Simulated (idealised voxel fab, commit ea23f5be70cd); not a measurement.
The following process module bears the name voxel wiring stack.
The width of the displayed cross-section, cut, is 260 nm; its cells are square, with a size of 5 nm.
Format of a cross-section: grid, square cells. Given as bands. Order: top down. Band: one or more rows of cells.
The entry gives the band's vertical extent as a top height and a bottom height in nm, then its horizontal make-up as materials from left to right, each with a width in nm. "blank" stands for empty space; a single material marked "all across" fills the band edge to edge.
It should be noted that heights are counted from 0, beneath which the wafer as supplied is of one material throughout, and that the lowest band possesses no lower boundary but continues downward, as written in "from 0 down".
Width: "30->40" (first number = top row, second number = bottom row, same change from row to row of cells).
A step reported as "no change" is a step in which no cell of the cross-section changed.
Closed empty spaces (no open way to the top) of 8 cells or more are what "Sealed internal voids" lists, each as width x height at distance from the left edge, nm for all three.
Whatever follows a step's settings on its line is a remark the simulator itself makes about that step.
Regarding "overlay nm": on a step with a mask, it is the distance the mask lay to the right of its planned place; a negative value places it to the left.
Steps in the process plan
- 1: RECEIVE: material Si
- 2: CONFORMAL_DEP: material SiO2, thk nm 15
- 3: CONFORMAL_DEP: material SiCN, thk nm 5
- 4: DIRECTIONAL_DEP: material lowk, thk nm 15
- 5: DIRECTIONAL_DEP: material aC, thk nm 10
- 6: PATTERN: tone open, mask id METAL_1, material resist, width nm 20, pitch nm 40, thk nm 25, overlay nm 0
- 7: DIRECTIONAL_ETCH: etch materials aC, depth nm 10
- 8: STRIP: etch materials resist
- 9: DIRECTIONAL_ETCH: etch materials lowk, depth nm 15
- 10: DIRECTIONAL_ETCH: etch materials SiCN, depth nm 5
- 11: STRIP: etch materials aC
- 12: CONFORMAL_DEP: material TiN, thk nm 5
- 13: FILL_DEP: material Cu, thk nm 5
- 14: CMP: height nm 35
- 15: EPI: material Ru, thk nm 5
- 16: FILL_DEP: material SiCN, thk nm 5
- 17: DIRECTIONAL_DEP: material SiO2, thk nm 15
- 18: DIRECTIONAL_DEP: material aC, thk nm 15
- 19: PATTERN: tone open, mask id PLUG_1, material resist, width nm 15, pitch nm 40, thk nm 30, overlay nm 0
- 20: DIRECTIONAL_ETCH: etch materials aC, depth nm 15
- 21: STRIP: etch materials resist
- 22: DIRECTIONAL_ETCH: etch materials SiO2, depth nm 15
- 23: DIRECTIONAL_ETCH: etch materials SiCN, depth nm 5
- 24: STRIP: etch materials aC
- 25: EPI: material Ru, thk nm 10
- 26: EPI: material Ru, thk nm 10
- 27: CONFORMAL_DEP: material SiCN, thk nm 5
- 28: DIRECTIONAL_DEP: material lowk, thk nm 20
- 29: PATTERN: tone open, mask id METAL_2, material resist, width nm 20, pitch nm 40, thk nm 15, overlay nm 0
- 30: DIRECTIONAL_ETCH: etch materials lowk, depth nm 20
- 31: DIRECTIONAL_ETCH: etch materials SiCN, depth nm 5
- 32: STRIP: etch materials resist
- 33: CONFORMAL_DEP: material TiN, thk nm 5
- 34: FILL_DEP: material W, thk nm 5
- 35: CMP: height nm 85
- 36: CONFORMAL_DEP: material SiCN, thk nm 5
- 37: DIRECTIONAL_DEP: material lowk, thk nm 30
- 38: MASKED_ETCH: tone open, mask id METAL_3, width nm 20, pitch nm 40, etch materials lowk, depth nm 15, overlay nm 0
- 39: MASKED_ETCH: tone open, mask id METAL_3_HOLES, width nm 15, pitch nm 40, etch materials lowk, depth nm 15, overlay nm 0
- 40: MASKED_ETCH: tone open, mask id METAL_3_HOLES, width nm 15, pitch nm 40, etch materials SiCN, depth nm 5, overlay nm 0
- 41: CONFORMAL_DEP: material TiN, thk nm 5
- 42: FILL_DEP: material Cu, thk nm 5
- 43: CMP: height nm 120
- 44: CONFORMAL_DEP: material SiCN, thk nm 5
- 45: DIRECTIONAL_DEP: material SiO2, thk nm 20
- 46: MASKED_ETCH: tone open, mask id PLUG_3, width nm 15, pitch nm 40, etch materials SiO2, depth nm 20, overlay nm 0
- 47: MASKED_ETCH: tone open, mask id PLUG_3, width nm 15, pitch nm 40, etch materials SiCN, depth nm 5, overlay nm 0
- 48: EPI: material Ru, thk nm 10
- 49: EPI: material Ru, thk nm 10
- 50: EPI: material Ru, thk nm 5
- 51: DIRECTIONAL_DEP: material TiN, thk nm 5
- 52: DIRECTIONAL_DEP: material W, thk nm 25
- 53: MASKED_ETCH: tone cover, mask id METAL_4, width nm 15, pitch nm 40, etch materials W, depth nm 25, overlay nm 0
- 54: MASKED_ETCH: tone cover, mask id METAL_4, width nm 20, pitch nm 40, etch materials TiN, depth nm 5, overlay nm 0
- 55: CONFORMAL_DEP: material SiCN, thk nm 5
- 56: FILL_DEP: material SiO2, thk nm 5
- 57: CMP: height nm 175
- 58: CONFORMAL_DEP: material SiCN, thk nm 5
Among the wafers covered here, the point of difference is the width nm at step 53; their starting state is shared, and the plan presents the value of the first wafer.
Received wafers, first of several: cross-section after step 1
> from 0 down = Si all across
> Sealed internal voids: none
Cross-sectional representation of the first of several wafers at the end of the module, i.e. after its terminal step, step 58
> from 180 to 175 = SiCN all across
> from 175 to 155 = 80 nm SiO2 / 5 nm SiCN / 15 nm W / 5 nm SiCN / 15 nm SiO2 / 5 nm SiCN / 15 nm W / 5 nm SiCN / 15 nm SiO2 / 5 nm SiCN / 15 nm W / 5 nm SiCN / 75 nm SiO2
> from 155 to 150 = 75 nm SiO2 / 10 nm SiCN / 15 nm W / 5 nm SiCN / 10 nm SiO2 / 10 nm SiCN / 15 nm W / 5 nm SiCN / 10 nm SiO2 / 10 nm SiCN / 15 nm W / 5 nm SiCN / 75 nm SiO2
> from 150 to 145 = 80 nm SiCN / 20 nm TiN / 20 nm SiCN / 20 nm TiN / 20 nm SiCN / 20 nm TiN / 80 nm SiCN
> from 145 to 125 = 80 nm SiO2 / 15 nm Ru / 25 nm SiO2 / 15 nm Ru / 25 nm SiO2 / 15 nm Ru / 85 nm SiO2
> from 125 to 120 = 80 nm SiCN / 15 nm Ru / 25 nm SiCN / 15 nm Ru / 25 nm SiCN / 15 nm Ru / 85 nm SiCN
> from 120 to 110 = 80 nm lowk / 5 nm TiN / 10 nm Cu / 5 nm TiN / 20 nm lowk / 5 nm TiN / 10 nm Cu / 5 nm TiN / 20 nm lowk / 5 nm TiN / 10 nm Cu / 5 nm TiN / 80 nm lowk
> from 110 to 105 = 80 nm lowk / 5 nm TiN / 5 nm Cu / 10 nm TiN / 20 nm lowk / 5 nm TiN / 5 nm Cu / 10 nm TiN / 20 nm lowk / 5 nm TiN / 5 nm Cu / 10 nm TiN / 80 nm lowk
> from 105 to 90 = 80 nm lowk / 5 nm TiN / 5 nm Cu / 5 nm TiN / 25 nm lowk / 5 nm TiN / 5 nm Cu / 5 nm TiN / 25 nm lowk / 5 nm TiN / 5 nm Cu / 5 nm TiN / 85 nm lowk
> from 90 to 85 = 80 nm SiCN / 15 nm TiN / 25 nm SiCN / 15 nm TiN / 25 nm SiCN / 15 nm TiN / 85 nm SiCN
> from 85 to 65 = 80 nm lowk / 5 nm TiN / 10 nm W / 5 nm TiN / 20 nm lowk / 5 nm TiN / 10 nm W / 5 nm TiN / 20 nm lowk / 5 nm TiN / 10 nm W / 5 nm TiN / 80 nm lowk
> from 65 to 60 = 80 nm SiCN / 20 nm TiN / 20 nm SiCN / 20 nm TiN / 20 nm SiCN / 20 nm TiN / 80 nm SiCN
> from 60 to 45 = 80 nm SiO2 / 15 nm Ru / 25 nm SiO2 / 15 nm Ru / 25 nm SiO2 / 15 nm Ru / 85 nm SiO2
> from 45 to 35 = 80->75 nm SiCN / 15->30 nm Ru / 25->10 nm SiCN / 15->30 nm Ru / 25->10 nm SiCN / 15->30 nm Ru / 85->75 nm SiCN
> from 35 to 20 = 80 nm lowk / 5 nm TiN / 10 nm Cu / 5 nm TiN / 20 nm lowk / 5 nm TiN / 10 nm Cu / 5 nm TiN / 20 nm lowk / 5 nm TiN / 10 nm Cu / 5 nm TiN / 80 nm lowk
> from 20 to 15 = 80 nm SiCN / 20 nm TiN / 20 nm SiCN / 20 nm TiN / 20 nm SiCN / 20 nm TiN / 80 nm SiCN
> from 15 to 0 = SiO2 all across
> from 0 down = Si all across
> Sealed internal voids: none
Last wafer, end of module, cross-section
> from 180 to 175 = SiCN all across
> from 175 to 150 = 75 nm SiO2 / 5 nm SiCN / 25 nm W / 5 nm SiCN / 5 nm SiO2 / 5 nm SiCN / 25 nm W / 5 nm SiCN / 5 nm SiO2 / 5 nm SiCN / 25 nm W / 5 nm SiCN / 70 nm SiO2
> from 150 to 145 = 80 nm SiCN / 25 nm TiN / 15 nm SiCN / 25 nm TiN / 15 nm SiCN / 25 nm TiN / 75 nm SiCN
> from 145 to 125 = 80 nm SiO2 / 15 nm Ru / 25 nm SiO2 / 15 nm Ru / 25 nm SiO2 / 15 nm Ru / 85 nm SiO2
> from 125 to 120 = 80 nm SiCN / 15 nm Ru / 25 nm SiCN / 15 nm Ru / 25 nm SiCN / 15 nm Ru / 85 nm SiCN
> from 120 to 110 = 80 nm lowk / 5 nm TiN / 10 nm Cu / 5 nm TiN / 20 nm lowk / 5 nm TiN / 10 nm Cu / 5 nm TiN / 20 nm lowk / 5 nm TiN / 10 nm Cu / 5 nm TiN / 80 nm lowk
> from 110 to 105 = 80 nm lowk / 5 nm TiN / 5 nm Cu / 10 nm TiN / 20 nm lowk / 5 nm TiN / 5 nm Cu / 10 nm TiN / 20 nm lowk / 5 nm TiN / 5 nm Cu / 10 nm TiN / 80 nm lowk
> from 105 to 90 = 80 nm lowk / 5 nm TiN / 5 nm Cu / 5 nm TiN / 25 nm lowk / 5 nm TiN / 5 nm Cu / 5 nm TiN / 25 nm lowk / 5 nm TiN / 5 nm Cu / 5 nm TiN / 85 nm lowk
> from 90 to 85 = 80 nm SiCN / 15 nm TiN / 25 nm SiCN / 15 nm TiN / 25 nm SiCN / 15 nm TiN / 85 nm SiCN
> from 85 to 65 = 80 nm lowk / 5 nm TiN / 10 nm W / 5 nm TiN / 20 nm lowk / 5 nm TiN / 10 nm W / 5 nm TiN / 20 nm lowk / 5 nm TiN / 10 nm W / 5 nm TiN / 80 nm lowk
> from 65 to 60 = 80 nm SiCN / 20 nm TiN / 20 nm SiCN / 20 nm TiN / 20 nm SiCN / 20 nm TiN / 80 nm SiCN
> from 60 to 45 = 80 nm SiO2 / 15 nm Ru / 25 nm SiO2 / 15 nm Ru / 25 nm SiO2 / 15 nm Ru / 85 nm SiO2
> from 45 to 35 = 80->75 nm SiCN / 15->30 nm Ru / 25->10 nm SiCN / 15->30 nm Ru / 25->10 nm SiCN / 15->30 nm Ru / 85->75 nm SiCN
> from 35 to 20 = 80 nm lowk / 5 nm TiN / 10 nm Cu / 5 nm TiN / 20 nm lowk / 5 nm TiN / 10 nm Cu / 5 nm TiN / 20 nm lowk / 5 nm TiN / 10 nm Cu / 5 nm TiN / 80 nm lowk
> from 20 to 15 = 80 nm SiCN / 20 nm TiN / 20 nm SiCN / 20 nm TiN / 20 nm SiCN / 20 nm TiN / 80 nm SiCN
> from 15 to 0 = SiO2 all across
> from 0 down = Si all across
> Sealed internal voids: none
The following table contains a row per wafer, in which are reported, at the conclusion of the module, the cells of each material gained (+) or lost (-) since the wafer's receipt, with its closed voids given thereafter
width nm 15 | +42 Cu | +99 Ru | +368 SiCN | +639 SiO2 | +126 TiN | +69 W | +529 lowk | Sealed internal voids: none
width nm 20 | +42 Cu | +99 Ru | +365 SiCN | +627 SiO2 | +126 TiN | +84 W | +529 lowk | Sealed internal voids: none
width nm 25 | +42 Cu | +99 Ru | +362 SiCN | +612 SiO2 | +129 TiN | +99 W | +529 lowk | Sealed internal voids: none
